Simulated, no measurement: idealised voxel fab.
A process module follows: voxel trench capacitor.
Cross-section cut spans 245 nm and uses square cells 5 nm in size.
Format of a cross-section: grid, square cells. Given as bands. Order: top down. Band: one or more rows of cells. Within each band entry, the heights of the top and of the bottom of the band appear first, in that order and in nm; the materials of the band then follow from left to right, each with its corresponding width in nm. The designation "all across" on a single material indicates that it fills the band from edge to edge; the designation "empty" indicates empty space. Below 0: as-received wafer, all one material; heights counted from there. Lowest band: no bottom, goes on down, written "from 0 down". Note: "30..40" means the width goes from the first number (top row of the band) to the second number (bottom row) in equal steps per row of cells. Key: "no alteration" - step with no changed cell in the cross-section. Entry "Closed void listing". Content: empty spaces with no open connection to the top, size 8 cells or greater. Each: width x height at distance. Distance: from left edge. Unit: nm. What comes after the settings on a step's line is commentary from the simulator itself on that step. If you see "overlay nm" on a step's line and that step has a mask, it's telling you how far right of where it was planned the mask ended up; a negative number means it went left instead. The remainder of this document consists of a sequence of paired cross-sections. Each pair presents the cross-section prior to one process step together with the cross-section following it, the latter being rendered only as deep as the lowest band that underwent change. The intervening step, together with its settings, is stated beneath each pair. Because the pairs may originate from different runs of this module on the same starting wafer, a given pair is to be read as continuing from the preceding pair only where its entry headed "Before-step section" so indicates.

Before-step section
from 0 down | Si all across
Closed void listing: none

Section, Post-Step
from 10 to 0 | SiN all across
Beneath the level 0, the cross-section is identical to its previous state.
Closed void listing: none
Between the two cross-sections shown above, the process step is CONFORMAL_DEP [material SiN] [thk nm 10]

Before-step section: The prior state of this step coincides with the post-step cross-section of the pair just above.

Section, Post-Step
from 25 to 10 | aC all across
Beneath the level 10, the cross-section is identical to its previous state.
Closed void listing: none
Between the two cross-sections shown above, the process step is DIRECTIONAL_DEP [material aC] [thk nm 15]

Before-step section: The prior state of this step coincides with the post-step cross-section of the pair just above.

Section, Post-Step
from 60 to 25 | resist=90 | empty=20 | resist=20 | empty=20 | resist=95
Beneath the level 25, the cross-section is identical to its previous state.
Closed void listing: none
Between the two cross-sections shown above, the process step is PATTERN [tone open] [mask id TRENCH] [material resist] [width nm 20] [pitch nm 40] [thk nm 35] [overlay nm 0]

Before-step section: The prior state of this step coincides with the post-step cross-section of the pair just above.

Section, Post-Step
from 45 to 25 | resist=90 | empty=20 | resist=20 | empty=20 | resist=95
from 25 to 10 | aC=90 | empty=20 | aC=20 | empty=20 | aC=95
Beneath the level 10, the cross-section is identical to its previous state.
Closed void listing: none
Between the two cross-sections shown above, the process step is DIRECTIONAL_ETCH [etch materials aC] [depth nm 15]

Before-step section: The prior state of this step coincides with the post-step cross-section of the pair just above.

Section, Post-Step
from 25 to 10 | aC=90 | empty=20 | aC=20 | empty=20 | aC=95
Beneath the level 10, the cross-section is identical to its previous state.
Closed void listing: none
Between the two cross-sections shown above, the process step is STRIP [etch materials resist]

Before-step section: The prior state of this step coincides with the post-step cross-section of the pair just above.

Section, Post-Step
from 25 to 10 | aC=90 | empty=20 | aC=20 | empty=20 | aC=95
from 10 to 0 | SiN=90 | empty=20 | SiN=20 | empty=20 | SiN=95
Beneath the level 0, the cross-section is identical to its previous state.
Closed void listing: none
Between the two cross-sections shown above, the process step is DIRECTIONAL_ETCH [etch materials SiN] [depth nm 10]

Before-step section: The prior state of this step coincides with the post-step cross-section of the pair just above.

Section, Post-Step
from 25 to 10 | aC=90 | empty=20 | aC=20 | empty=20 | aC=95
from 10 to 0 | SiN=90 | empty=20 | SiN=20 | empty=20 | SiN=95
from 0 to -30 | Si=90 | empty=20 | Si=20 | empty=20 | Si=95
Beneath the level -30, the cross-section is identical to its previous state.
Closed void listing: none
Between the two cross-sections shown above, the process step is DIRECTIONAL_ETCH [etch materials Si] [depth nm 30]

Before-step section: The prior state of this step coincides with the post-step cross-section of the pair just above.

Section, Post-Step
from 10 to 0 | SiN=90 | empty=20 | SiN=20 | empty=20 | SiN=95
Beneath the level 0, the cross-section is identical to its previous state.
Closed void listing: none
Between the two cross-sections shown above, the process step is STRIP [etch materials aC]

Before-step section: The prior state of this step coincides with the post-step cross-section of the pair just above.

Section, Post-Step
from 15 to 10 | Al2O3=95 | empty=10 | Al2O3=30 | empty=10 | Al2O3=100
from 10 to 0 | SiN=90 | Al2O3=5 | empty=10 | Al2O3=5 | SiN=20 | Al2O3=5 | empty=10 | Al2O3=5 | SiN=95
from 0 to -25 | Si=90 | Al2O3=5 | empty=10 | Al2O3=5 | Si=20 | Al2O3=5 | empty=10 | Al2O3=5 | Si=95
from -25 to -30 | Si=90 | Al2O3=20 | Si=20 | Al2O3=20 | Si=95
Beneath the level -30, the cross-section is identical to its previous state.
Closed void listing: none
Between the two cross-sections shown above, the process step is CONFORMAL_DEP [material Al2O3] [thk nm 5]

Before-step section: The prior state of this step coincides with the post-step cross-section of the pair just above.

Section, Post-Step
from 25 to 15 | polySi all across
from 15 to 10 | Al2O3=95 | polySi=10 | Al2O3=30 | polySi=10 | Al2O3=100
from 10 to 0 | SiN=90 | Al2O3=5 | polySi=10 | Al2O3=5 | SiN=20 | Al2O3=5 | polySi=10 | Al2O3=5 | SiN=95
from 0 to -25 | Si=90 | Al2O3=5 | polySi=10 | Al2O3=5 | Si=20 | Al2O3=5 | polySi=10 | Al2O3=5 | Si=95
Beneath the level -25, the cross-section is identical to its previous state.
Closed void listing: none
Between the two cross-sections shown above, the process step is FILL_DEP [material polySi] [thk nm 10]

Before-step section: The prior state of this step coincides with the post-step cross-section of the pair just above.

Section, Post-Step
from 10 to 0 | SiN=90 | Al2O3=5 | polySi=10 | Al2O3=5 | SiN=20 | Al2O3=5 | polySi=10 | Al2O3=5 | SiN=95
Beneath the level 0, the cross-section is identical to its previous state.
Closed void listing: none
Between the two cross-sections shown above, the process step is CMP [height nm 10]

Before-step section
from 25 to 10 | aC=90 | empty=20 | aC=20 | empty=20 | aC=95
from 10 to 0 | SiN=90 | empty=20 | SiN=20 | empty=20 | SiN=95
from 0 to -30 | Si=90 | empty=20 | Si=20 | empty=20 | Si=95
from -30 down | Si all across
Closed void listing: none

Section, Post-Step
from 25 to 10 | aC=90 | empty=20 | aC=20 | empty=20 | aC=95
from 10 to 0 | SiN=90 | empty=20 | SiN=20 | empty=20 | SiN=95
from 0 to -60 | Si=90 | empty=20 | Si=20 | empty=20 | Si=95
Beneath the level -60, the cross-section is identical to its previous state.
Closed void listing: none
Between the two cross-sections shown above, the process step is DIRECTIONAL_ETCH [etch materials Si] [depth nm 30]

Before-step section: The prior state of this step coincides with the post-step cross-section of the pair just above.

Section, Post-Step
from 10 to 0 | SiN=90 | empty=20 | SiN=20 | empty=20 | SiN=95
Beneath the level 0, the cross-section is identical to its previous state.
Closed void listing: none
Between the two cross-sections shown above, the process step is STRIP [etch materials aC]

Before-step section: The prior state of this step coincides with the post-step cross-section of the pair just above.

Section, Post-Step
from 15 to 10 | Al2O3=95 | empty=10 | Al2O3=30 | empty=10 | Al2O3=100
from 10 to 0 | SiN=90 | Al2O3=5 | empty=10 | Al2O3=5 | SiN=20 | Al2O3=5 | empty=10 | Al2O3=5 | SiN=95
from 0 to -55 | Si=90 | Al2O3=5 | empty=10 | Al2O3=5 | Si=20 | Al2O3=5 | empty=10 | Al2O3=5 | Si=95
from -55 to -60 | Si=90 | Al2O3=20 | Si=20 | Al2O3=20 | Si=95
Beneath the level -60, the cross-section is identical to its previous state.
Closed void listing: none
Between the two cross-sections shown above, the process step is CONFORMAL_DEP [material Al2O3] [thk nm 5]

Before-step section: The prior state of this step coincides with the post-step cross-section of the pair just above.

Section, Post-Step
from 25 to 15 | polySi all across
from 15 to 10 | Al2O3=95 | polySi=10 | Al2O3=30 | polySi=10 | Al2O3=100
from 10 to 0 | SiN=90 | Al2O3=5 | polySi=10 | Al2O3=5 | SiN=20 | Al2O3=5 | polySi=10 | Al2O3=5 | SiN=95
from 0 to -55 | Si=90 | Al2O3=5 | polySi=10 | Al2O3=5 | Si=20 | Al2O3=5 | polySi=10 | Al2O3=5 | Si=95
Beneath the level -55, the cross-section is identical to its previous state.
Closed void listing: none
Between the two cross-sections shown above, the process step is FILL_DEP [material polySi] [thk nm 10]

Before-step section: The prior state of this step coincides with the post-step cross-section of the pair just above.

Section, Post-Step
from 10 to 0 | SiN=90 | Al2O3=5 | polySi=10 | Al2O3=5 | SiN=20 | Al2O3=5 | polySi=10 | Al2O3=5 | SiN=95
Beneath the level 0, the cross-section is identical to its previous state.
Closed void listing: none
Between the two cross-sections shown above, the process step is CMP [height nm 10]

Before-step section
from 45 to 25 | resist=90 | empty=20 | resist=20 | empty=20 | resist=95
from 25 to 10 | aC=90 | empty=20 | aC=20 | empty=20 | aC=95
from 10 to 0 | SiN all across
from 0 down | Si all across
Closed void listing: none

Section, Post-Step
from 45 to 25 | resist=90 | empty=20 | resist=20 | empty=20 | resist=95
from 25 to 10 | aC=90 | empty=20 | aC=20 | empty=20 | aC=95
from 10 to 0 | SiN=90 | empty=20 | SiN=20 | empty=20 | SiN=95
Beneath the level 0, the cross-section is identical to its previous state.
Closed void listing: none
Between the two cross-sections shown above, the process step is DIRECTIONAL_ETCH [etch materials SiN] [depth nm 10]

Before-step section: The prior state of this step coincides with the post-step cross-section of the pair just above.

Section, Post-Step
from 25 to 10 | aC=90 | empty=20 | aC=20 | empty=20 | aC=95
Beneath the level 10, the cross-section is identical to its previous state.
Closed void listing: none
Between the two cross-sections shown above, the process step is STRIP [etch materials resist]

Before-step section: The prior state of this step coincides with the post-step cross-section of the pair just above.

Section, Post-Step
from 25 to 10 | aC=90 | empty=20 | aC=20 | empty=20 | aC=95
from 10 to 0 | SiN=90 | empty=20 | SiN=20 | empty=20 | SiN=95
from 0 to -25 | Si=90 | empty=20 | Si=20 | empty=20 | Si=95
Beneath the level -25, the cross-section is identical to its previous state.
Closed void listing: none
Between the two cross-sections shown above, the process step is DIRECTIONAL_ETCH [etch materials Si] [depth nm 25]

Before-step section: The prior state of this step coincides with the post-step cross-section of the pair just above.

Section, Post-Step
from 10 to 0 | SiN=90 | empty=20 | SiN=20 | empty=20 | SiN=95
Beneath the level 0, the cross-section is identical to its previous state.
Closed void listing: none
Between the two cross-sections shown above, the process step is STRIP [etch materials aC]

Before-step section: The prior state of this step coincides with the post-step cross-section of the pair just above.

Section, Post-Step
from 15 to 10 | Al2O3=95 | empty=10 | Al2O3=30 | empty=10 | Al2O3=100
from 10 to 0 | SiN=90 | Al2O3=5 | empty=10 | Al2O3=5 | SiN=20 | Al2O3=5 | empty=10 | Al2O3=5 | SiN=95
from 0 to -20 | Si=90 | Al2O3=5 | empty=10 | Al2O3=5 | Si=20 | Al2O3=5 | empty=10 | Al2O3=5 | Si=95
from -20 to -25 | Si=90 | Al2O3=20 | Si=20 | Al2O3=20 | Si=95
Beneath the level -25, the cross-section is identical to its previous state.
Closed void listing: none
Between the two cross-sections shown above, the process step is CONFORMAL_DEP [material Al2O3] [thk nm 5]

Before-step section: The prior state of this step coincides with the post-step cross-section of the pair just above.

Section, Post-Step
from 25 to 15 | polySi all across
from 15 to 10 | Al2O3=95 | polySi=10 | Al2O3=30 | polySi=10 | Al2O3=100
from 10 to 0 | SiN=90 | Al2O3=5 | polySi=10 | Al2O3=5 | SiN=20 | Al2O3=5 | polySi=10 | Al2O3=5 | SiN=95
from 0 to -20 | Si=90 | Al2O3=5 | polySi=10 | Al2O3=5 | Si=20 | Al2O3=5 | polySi=10 | Al2O3=5 | Si=95
Beneath the level -20, the cross-section is identical to its previous state.
Closed void listing: none
Between the two cross-sections shown above, the process step is FILL_DEP [material polySi] [thk nm 10]

Before-step section: The prior state of this step coincides with the post-step cross-section of the pair just above.

Section, Post-Step
from 10 to 0 | SiN=90 | Al2O3=5 | polySi=10 | Al2O3=5 | SiN=20 | Al2O3=5 | polySi=10 | Al2O3=5 | SiN=95
Beneath the level 0, the cross-section is identical to its previous state.
Closed void listing: none
Between the two cross-sections shown above, the process step is CMP [height nm 10]

Before-step section
from 25 to 10 | aC all across
from 10 to 0 | SiN all across
from 0 down | Si all across
Closed void listing: none

Section, Post-Step
from 60 to 25 | resist=95 | empty=15 | resist=25 | empty=15 | resist=95
Beneath the level 25, the cross-section is identical to its previous state.
Closed void listing: none
Between the two cross-sections shown above, the process step is PATTERN [tone open] [mask id TRENCH] [material resist] [width nm 15] [pitch nm 40] [thk nm 35] [overlay nm 0]

Before-step section: The prior state of this step coincides with the post-step cross-section of the pair just above.

Section, Post-Step
from 45 to 25 | resist=95 | empty=15 | resist=25 | empty=15 | resist=95
from 25 to 10 | aC=95 | empty=15 | aC=25 | empty=15 | aC=95
Beneath the level 10, the cross-section is identical to its previous state.
Closed void listing: none
Between the two cross-sections shown above, the process step is DIRECTIONAL_ETCH [etch materials aC] [depth nm 15]

Before-step section: The prior state of this step coincides with the post-step cross-section of the pair just above.

Section, Post-Step
from 25 to 10 | aC=95 | empty=15 | aC=25 | empty=15 | aC=95
Beneath the level 10, the cross-section is identical to its previous state.
Closed void listing: none
Between the two cross-sections shown above, the process step is STRIP [etch materials resist]

Before-step section: The prior state of this step coincides with the post-step cross-section of the pair just above.

Section, Post-Step
from 25 to 10 | aC=95 | empty=15 | aC=25 | empty=15 | aC=95
from 10 to 0 | SiN=95 | empty=15 | SiN=25 | empty=15 | SiN=95
Beneath the level 0, the cross-section is identical to its previous state.
Closed void listing: none
Between the two cross-sections shown above, the process step is DIRECTIONAL_ETCH [etch materials SiN] [depth nm 10]

Before-step section: The prior state of this step coincides with the post-step cross-section of the pair just above.

Section, Post-Step
from 25 to 10 | aC=95 | empty=15 | aC=25 | empty=15 | aC=95
from 10 to 0 | SiN=95 | empty=15 | SiN=25 | empty=15 | SiN=95
from 0 to -30 | Si=95 | empty=15 | Si=25 | empty=15 | Si=95
Beneath the level -30, the cross-section is identical to its previous state.
Closed void listing: none
Between the two cross-sections shown above, the process step is DIRECTIONAL_ETCH [etch materials Si] [depth nm 30]

Before-step section: The prior state of this step coincides with the post-step cross-section of the pair just above.

Section, Post-Step
from 10 to 0 | SiN=95 | empty=15 | SiN=25 | empty=15 | SiN=95
Beneath the level 0, the cross-section is identical to its previous state.
Closed void listing: none
Between the two cross-sections shown above, the process step is STRIP [etch materials aC]

Before-step section: The prior state of this step coincides with the post-step cross-section of the pair just above.

Section, Post-Step
from 15 to 10 | Al2O3=100 | empty=5 | Al2O3=35 | empty=5 | Al2O3=100
from 10 to 0 | SiN=95 | Al2O3=5 | empty=5 | Al2O3=5 | SiN=25 | Al2O3=5 | empty=5 | Al2O3=5 | SiN=95
from 0 to -25 | Si=95 | Al2O3=5 | empty=5 | Al2O3=5 | Si=25 | Al2O3=5 | empty=5 | Al2O3=5 | Si=95
from -25 to -30 | Si=95 | Al2O3=15 | Si=25 | Al2O3=15 | Si=95
Beneath the level -30, the cross-section is identical to its previous state.
Closed void listing: none
Between the two cross-sections shown above, the process step is CONFORMAL_DEP [material Al2O3] [thk nm 5]

Before-step section: The prior state of this step coincides with the post-step cross-section of the pair just above.

Section, Post-Step
from 25 to 15 | polySi all across
from 15 to 10 | Al2O3=100 | polySi=5 | Al2O3=35 | polySi=5 | Al2O3=100
from 10 to 0 | SiN=95 | Al2O3=5 | polySi=5 | Al2O3=5 | SiN=25 | Al2O3=5 | polySi=5 | Al2O3=5 | SiN=95
from 0 to -25 | Si=95 | Al2O3=5 | polySi=5 | Al2O3=5 | Si=25 | Al2O3=5 | polySi=5 | Al2O3=5 | Si=95
Beneath the level -25, the cross-section is identical to its previous state.
Closed void listing: none
Between the two cross-sections shown above, the process step is FILL_DEP [material polySi] [thk nm 10]

Before-step section: The prior state of this step coincides with the post-step cross-section of the pair just above.

Section, Post-Step
from 10 to 0 | SiN=95 | Al2O3=5 | polySi=5 | Al2O3=5 | SiN=25 | Al2O3=5 | polySi=5 | Al2O3=5 | SiN=95
Beneath the level 0, the cross-section is identical to its previous state.
Closed void listing: none
Between the two cross-sections shown above, the process step is CMP [height nm 10]

Before-step section
from 25 to 10 | aC all across
from 10 to 0 | SiN all across
from 0 down | Si all across
Closed void listing: none

Section, Post-Step
from 60 to 25 | resist=95 | empty=20 | resist=20 | empty=20 | resist=90
Beneath the level 25, the cross-section is identical to its previous state.
Closed void listing: none
Between the two cross-sections shown above, the process step is PATTERN [tone open] [mask id TRENCH] [material resist] [width nm 20] [pitch nm 40] [thk nm 35] [overlay nm 5]

Before-step section: The prior state of this step coincides with the post-step cross-section of the pair just above.

Section, Post-Step
from 45 to 25 | resist=95 | empty=20 | resist=20 | empty=20 | resist=90
from 25 to 10 | aC=95 | empty=20 | aC=20 | empty=20 | aC=90
Beneath the level 10, the cross-section is identical to its previous state.
Closed void listing: none
Between the two cross-sections shown above, the process step is DIRECTIONAL_ETCH [etch materials aC] [depth nm 15]

Before-step section: The prior state of this step coincides with the post-step cross-section of the pair just above.

Section, Post-Step
from 25 to 10 | aC=95 | empty=20 | aC=20 | empty=20 | aC=90
Beneath the level 10, the cross-section is identical to its previous state.
Closed void listing: none
Between the two cross-sections shown above, the process step is STRIP [etch materials resist]

Before-step section: The prior state of this step coincides with the post-step cross-section of the pair just above.

Section, Post-Step
from 25 to 10 | aC=95 | empty=20 | aC=20 | empty=20 | aC=90
from 10 to 0 | SiN=95 | empty=20 | SiN=20 | empty=20 | SiN=90
Beneath the level 0, the cross-section is identical to its previous state.
Closed void listing: none
Between the two cross-sections shown above, the process step is DIRECTIONAL_ETCH [etch materials SiN] [depth nm 10]

Before-step section: The prior state of this step coincides with the post-step cross-section of the pair just above.

Section, Post-Step
from 25 to 10 | aC=95 | empty=20 | aC=20 | empty=20 | aC=90
from 10 to 0 | SiN=95 | empty=20 | SiN=20 | empty=20 | SiN=90
from 0 to -30 | Si=95 | empty=20 | Si=20 | empty=20 | Si=90
Beneath the level -30, the cross-section is identical to its previous state.
Closed void listing: none
Between the two cross-sections shown above, the process step is DIRECTIONAL_ETCH [etch materials Si] [depth nm 30]

Before-step section: The prior state of this step coincides with the post-step cross-section of the pair just above.

Section, Post-Step
from 10 to 0 | SiN=95 | empty=20 | SiN=20 | empty=20 | SiN=90
Beneath the level 0, the cross-section is identical to its previous state.
Closed void listing: none
Between the two cross-sections shown above, the process step is STRIP [etch materials aC]

Before-step section: The prior state of this step coincides with the post-step cross-section of the pair just above.

Section, Post-Step
from 15 to 10 | Al2O3=100 | empty=10 | Al2O3=30 | empty=10 | Al2O3=95
from 10 to 0 | SiN=95 | Al2O3=5 | empty=10 | Al2O3=5 | SiN=20 | Al2O3=5 | empty=10 | Al2O3=5 | SiN=90
from 0 to -25 | Si=95 | Al2O3=5 | empty=10 | Al2O3=5 | Si=20 | Al2O3=5 | empty=10 | Al2O3=5 | Si=90
from -25 to -30 | Si=95 | Al2O3=20 | Si=20 | Al2O3=20 | Si=90
Beneath the level -30, the cross-section is identical to its previous state.
Closed void listing: none
Between the two cross-sections shown above, the process step is CONFORMAL_DEP [material Al2O3] [thk nm 5]

Before-step section: The prior state of this step coincides with the post-step cross-section of the pair just above.

Section, Post-Step
from 25 to 15 | polySi all across
from 15 to 10 | Al2O3=100 | polySi=10 | Al2O3=30 | polySi=10 | Al2O3=95
from 10 to 0 | SiN=95 | Al2O3=5 | polySi=10 | Al2O3=5 | SiN=20 | Al2O3=5 | polySi=10 | Al2O3=5 | SiN=90
from 0 to -25 | Si=95 | Al2O3=5 | polySi=10 | Al2O3=5 | Si=20 | Al2O3=5 | polySi=10 | Al2O3=5 | Si=90
Beneath the level -25, the cross-section is identical to its previous state.
Closed void listing: none
Between the two cross-sections shown above, the process step is FILL_DEP [material polySi] [thk nm 10]

Before-step section: The prior state of this step coincides with the post-step cross-section of the pair just above.

Section, Post-Step
from 10 to 0 | SiN=95 | Al2O3=5 | polySi=10 | Al2O3=5 | SiN=20 | Al2O3=5 | polySi=10 | Al2O3=5 | SiN=90
Beneath the level 0, the cross-section is identical to its previous state.
Closed void listing: none
Between the two cross-sections shown above, the process step is CMP [height nm 10]

Before-step section
from 10 to 0 | SiN=90 | empty=20 | SiN=20 | empty=20 | SiN=95
from 0 to -30 | Si=90 | empty=20 | Si=20 | empty=20 | Si=95
from -30 down | Si all across
Closed void listing: none

Section, Post-Step
from 15 to 10 | aC=95 | empty=10 | aC=30 | empty=10 | aC=100
from 10 to 0 | SiN=90 | aC=5 | empty=10 | aC=5 | SiN=20 | aC=5 | empty=10 | aC=5 | SiN=95
from 0 to -25 | Si=90 | aC=5 | empty=10 | aC=5 | Si=20 | aC=5 | empty=10 | aC=5 | Si=95
from -25 to -30 | Si=90 | aC=20 | Si=20 | aC=20 | Si=95
Beneath the level -30, the cross-section is identical to its previous state.
Closed void listing: none
Between the two cross-sections shown above, the process step is CONFORMAL_DEP [material aC] [thk nm 5]

Before-step section: The prior state of this step coincides with the post-step cross-section of the pair just above.

Section, Post-Step
from 25 to 15 | polySi all across
from 15 to 10 | aC=95 | polySi=10 | aC=30 | polySi=10 | aC=100
from 10 to 0 | SiN=90 | aC=5 | polySi=10 | aC=5 | SiN=20 | aC=5 | polySi=10 | aC=5 | SiN=95
from 0 to -25 | Si=90 | aC=5 | polySi=10 | aC=5 | Si=20 | aC=5 | polySi=10 | aC=5 | Si=95
Beneath the level -25, the cross-section is identical to its previous state.
Closed void listing: none
Between the two cross-sections shown above, the process step is FILL_DEP [material polySi] [thk nm 10]

Before-step section: The prior state of this step coincides with the post-step cross-section of the pair just above.

Section, Post-Step
from 10 to 0 | SiN=90 | aC=5 | polySi=10 | aC=5 | SiN=20 | aC=5 | polySi=10 | aC=5 | SiN=95
Beneath the level 0, the cross-section is identical to its previous state.
Closed void listing: none
Between the two cross-sections shown above, the process step is CMP [height nm 10]

Before-step section
from 25 to 10 | aC all across
from 10 to 0 | SiN all across
from 0 down | Si all across
Closed void listing: none

Section, Post-Step
from 60 to 25 | empty=90 | resist=20 | empty=20 | resist=20 | empty=95
Beneath the level 25, the cross-section is identical to its previous state.
Closed void listing: none
Between the two cross-sections shown above, the process step is PATTERN [tone cover] [mask id TRENCH] [material resist] [width nm 20] [pitch nm 40] [thk nm 35] [overlay nm 0]

Before-step section: The prior state of this step coincides with the post-step cross-section of the pair just above.

Section, Post-Step
from 45 to 25 | empty=90 | resist=20 | empty=20 | resist=20 | empty=95
from 25 to 10 | empty=90 | aC=20 | empty=20 | aC=20 | empty=95
Beneath the level 10, the cross-section is identical to its previous state.
Closed void listing: none
Between the two cross-sections shown above, the process step is DIRECTIONAL_ETCH [etch materials aC] [depth nm 15]

Before-step section: The prior state of this step coincides with the post-step cross-section of the pair just above.

Section, Post-Step
from 25 to 10 | empty=90 | aC=20 | empty=20 | aC=20 | empty=95
Beneath the level 10, the cross-section is identical to its previous state.
Closed void listing: none
Between the two cross-sections shown above, the process step is STRIP [etch materials resist]

Before-step section: The prior state of this step coincides with the post-step cross-section of the pair just above.

Section, Post-Step
from 25 to 10 | empty=90 | aC=20 | empty=20 | aC=20 | empty=95
from 10 to 0 | empty=90 | SiN=20 | empty=20 | SiN=20 | empty=95
Beneath the level 0, the cross-section is identical to its previous state.
Closed void listing: none
Between the two cross-sections shown above, the process step is DIRECTIONAL_ETCH [etch materials SiN] [depth nm 10]

Before-step section: The prior state of this step coincides with the post-step cross-section of the pair just above.

Section, Post-Step
from 25 to 10 | empty=90 | aC=20 | empty=20 | aC=20 | empty=95
from 10 to 0 | empty=90 | SiN=20 | empty=20 | SiN=20 | empty=95
from 0 to -30 | empty=90 | Si=20 | empty=20 | Si=20 | empty=95
Beneath the level -30, the cross-section is identical to its previous state.
Closed void listing: none
Between the two cross-sections shown above, the process step is DIRECTIONAL_ETCH [etch materials Si] [depth nm 30]

Before-step section: The prior state of this step coincides with the post-step cross-section of the pair just above.

Section, Post-Step
from 10 to 0 | empty=90 | SiN=20 | empty=20 | SiN=20 | empty=95
Beneath the level 0, the cross-section is identical to its previous state.
Closed void listing: none
Between the two cross-sections shown above, the process step is STRIP [etch materials aC]

Before-step section: The prior state of this step coincides with the post-step cross-section of the pair just above.

Section, Post-Step
from 15 to 10 | empty=85 | Al2O3=30 | empty=10 | Al2O3=30 | empty=90
from 10 to 0 | empty=85 | Al2O3=5 | SiN=20 | Al2O3=5 | empty=10 | Al2O3=5 | SiN=20 | Al2O3=5 | empty=90
from 0 to -25 | empty=85 | Al2O3=5 | Si=20 | Al2O3=5 | empty=10 | Al2O3=5 | Si=20 | Al2O3=5 | empty=90
from -25 to -30 | Al2O3=90 | Si=20 | Al2O3=20 | Si=20 | Al2O3=95
Beneath the level -30, the cross-section is identical to its previous state.
Closed void listing: none
Between the two cross-sections shown above, the process step is CONFORMAL_DEP [material Al2O3] [thk nm 5]

Before-step section: The prior state of this step coincides with the post-step cross-section of the pair just above.

Section, Post-Step
from 25 to 15 | polySi all across
from 15 to 10 | polySi=85 | Al2O3=30 | polySi=10 | Al2O3=30 | polySi=90
from 10 to 0 | polySi=85 | Al2O3=5 | SiN=20 | Al2O3=5 | polySi=10 | Al2O3=5 | SiN=20 | Al2O3=5 | polySi=90
from 0 to -25 | polySi=85 | Al2O3=5 | Si=20 | Al2O3=5 | polySi=10 | Al2O3=5 | Si=20 | Al2O3=5 | polySi=90
Beneath the level -25, the cross-section is identical to its previous state.
Closed void listing: none
Between the two cross-sections shown above, the process step is FILL_DEP [material polySi] [thk nm 10]

Before-step section: The prior state of this step coincides with the post-step cross-section of the pair just above.

Section, Post-Step
from 10 to 0 | polySi=85 | Al2O3=5 | SiN=20 | Al2O3=5 | polySi=10 | Al2O3=5 | SiN=20 | Al2O3=5 | polySi=90
Beneath the level 0, the cross-section is identical to its previous state.
Closed void listing: none
Between the two cross-sections shown above, the process step is CMP [height nm 10]
